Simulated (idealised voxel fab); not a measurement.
Proc. module: voxel self aligned contacts
Shown is cross-section cut, with a width of 185 nm and square cells of size 5 nm.
In what follows, cross-sections appear as grids of square cells, described through bands that run from the top down, where every band is one or more rows of cells.
Read a band's entry like this: the first values are the height of its top and the height of its bottom in nm, and what follows is the sequence of materials from left to right, each with its width in nm. Note that "air" is empty space, and that a single material marked "all across" reaches across the band from edge to edge.
The reference from which all heights are counted is 0, the level beneath which the as-received wafer is entirely one material; the lowest band, having no lower bound, proceeds downward and is written after the example "top 0, no bottom".
Width spec "30..40" -> top row of cells at first value, bottom row at second value, equal per-row change in between.
You'll sometimes find "identical to before" written for a step, and that's the way of saying that nowhere in the cross-section did a cell change during that step.
So "Enclosed internal voids" is basically the list of trapped voids: any empty space of 8 cells or more that can't reach the top through an opening. They're written width x height at distance, the distance being from the left edge, and it's all nm.
Formally, on a step line, whatever follows the settings is a remark that the simulator itself makes on the step.
overlay nm: mask right of planned place by this much (step with mask). Neg. = left.
Process steps - plan
1,RECEIVE [material Si]
2,CONFORMAL_DEP [material SiO2] [thk nm 5]
3,DIRECTIONAL_DEP [material polySi] [thk nm 20]
4,DIRECTIONAL_DEP [material SiN] [thk nm 15]
5,DIRECTIONAL_DEP [material aC] [thk nm 10]
6,PATTERN [tone cover] [mask id GATE] [material resist] [width nm 30] [pitch nm 65] [thk nm 30] [overlay nm 0]
7,DIRECTIONAL_ETCH [etch materials aC] [depth nm 10]
8,STRIP [etch materials resist]
9,DIRECTIONAL_ETCH [etch materials SiN] [depth nm 15]
10,DIRECTIONAL_ETCH [etch materials polySi] [depth nm 20]
11,STRIP [etch materials aC]
12,CONFORMAL_DEP [material SiN] [thk nm 5]
13,DIRECTIONAL_ETCH [etch materials SiN] [depth nm 5]
14,FILL_DEP [material SiO2] [thk nm 15]
15,CMP [height nm 45]
16,DIRECTIONAL_DEP [material aC] [thk nm 15]
17,PATTERN [tone open] [mask id CONTACT] [material resist] [width nm 45] [thk nm 30] [overlay nm 0]
18,DIRECTIONAL_ETCH [etch materials aC] [depth nm 15]
19,STRIP [etch materials resist]
20,DIRECTIONAL_ETCH [etch materials SiO2] [depth nm 45]
21,STRIP [etch materials aC]
22,CONFORMAL_DEP [material TiN] [thk nm 5]
23,FILL_DEP [material W] [thk nm 10]
24,CMP [height nm 45]
25,CONFORMAL_DEP [material SiCN] [thk nm 5]
The cross-section here shows the wafer as received, i.e. in its state after step 1
* top 0, no bottom  Si all across
* Enclosed internal voids: none
End state of the module in cross-section, given the above starting point and plan and one mistake in execution
* top 50, bottom 45  SiCN all across
* top 45, bottom 40  SiO2: 70 | TiN: 10 | W: 25 | TiN: 10 | SiO2: 70
* top 40, bottom 25  SiO2: 45 | SiN: 30 | TiN: 5 | W: 25 | TiN: 5 | SiN: 30 | SiO2: 45
* top 25, bottom 5  SiO2: 45 | polySi: 30 | TiN: 5 | W: 25 | TiN: 5 | polySi: 30 | SiO2: 45
* top 5, bottom 0  SiO2: 75 | TiN: 35 | SiO2: 75
* top 0, no bottom  Si all across
* Enclosed internal voids: none
The mistake made against the process plan was this: the process deviated at step 12: the operation and settings actually run there were CONFORMAL_DEP [material SiO2] [thk nm 5]
